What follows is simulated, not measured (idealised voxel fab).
process module | voxel gate over fins
cross-section cut | 225 nm wide | cells 5 nm
A cross-section is a grid of square cells, given in bands from the top down. A band is one or more rows of cells.
Each band's line starts with the height of the band's top and of its bottom, in nm. Then come its materials from left to right, each with its width in nm. One material with "throughout" fills the band from edge to edge. "air" is empty space.
Height 0 is the level under which the wafer as received is all one material. The lowest band goes on downwards, as in "0 down".
A width such as "30 to 40" changes by the same amount from each row of cells to the next, from the band's top row to its bottom row.
"no change" after a step means that no cell of the cross-section changed.
closed voids: empty space of 8 cells or more with no open way to the top, each as width x height at its distance from the left edge, in nm
after a step's settings: what the simulator itself notes on the step
overlay nm, on a step with a mask: how far to the right of its planned place the mask lay; to the left if negative
plan
1 op RECEIVE | material Si
2 op CONFORMAL_DEP | material SiN | thk nm 5
3 op PATTERN | tone cover | mask id FINS | material resist | width nm 15 | pitch nm 35 | thk nm 15 | overlay nm 0
4 op DIRECTIONAL_ETCH | etch materials SiN | depth nm 5
5 op DIRECTIONAL_ETCH | etch materials Si | depth nm 40
6 op STRIP | etch materials resist
7 op OXIDIZE | depth nm 5
8 op FILL_DEP | material SiO2 | thk nm 15
9 op CMP | height nm 5
10 op SELECTIVE_ETCH | etch materials SiO2 | depth nm 20
11 op STRIP | etch materials SiN
12 op CONFORMAL_DEP | material HfO2 | thk nm 5
13 op CONFORMAL_DEP | material TiN | thk nm 5
14 op FILL_DEP | material W | thk nm 15
15 op CMP | height nm 20
16 op CONFORMAL_DEP | material SiCN | thk nm 5
as received, after step 1
  0 down: Si throughout
  closed voids: none
a wafer at the end: this start, this plan, one mistake
  25 to 20: SiCN throughout
  20 to 10: W throughout
  10 to 5: TiN throughout
  5 to 0: HfO2 throughout
  0 to -45: SiO2 75 | Si 5 | SiO2 30 | Si 5 | SiO2 30 | Si 5 | SiO2 75
  -45 down: Si throughout
  closed voids: none
what went wrong: step 9 was left out
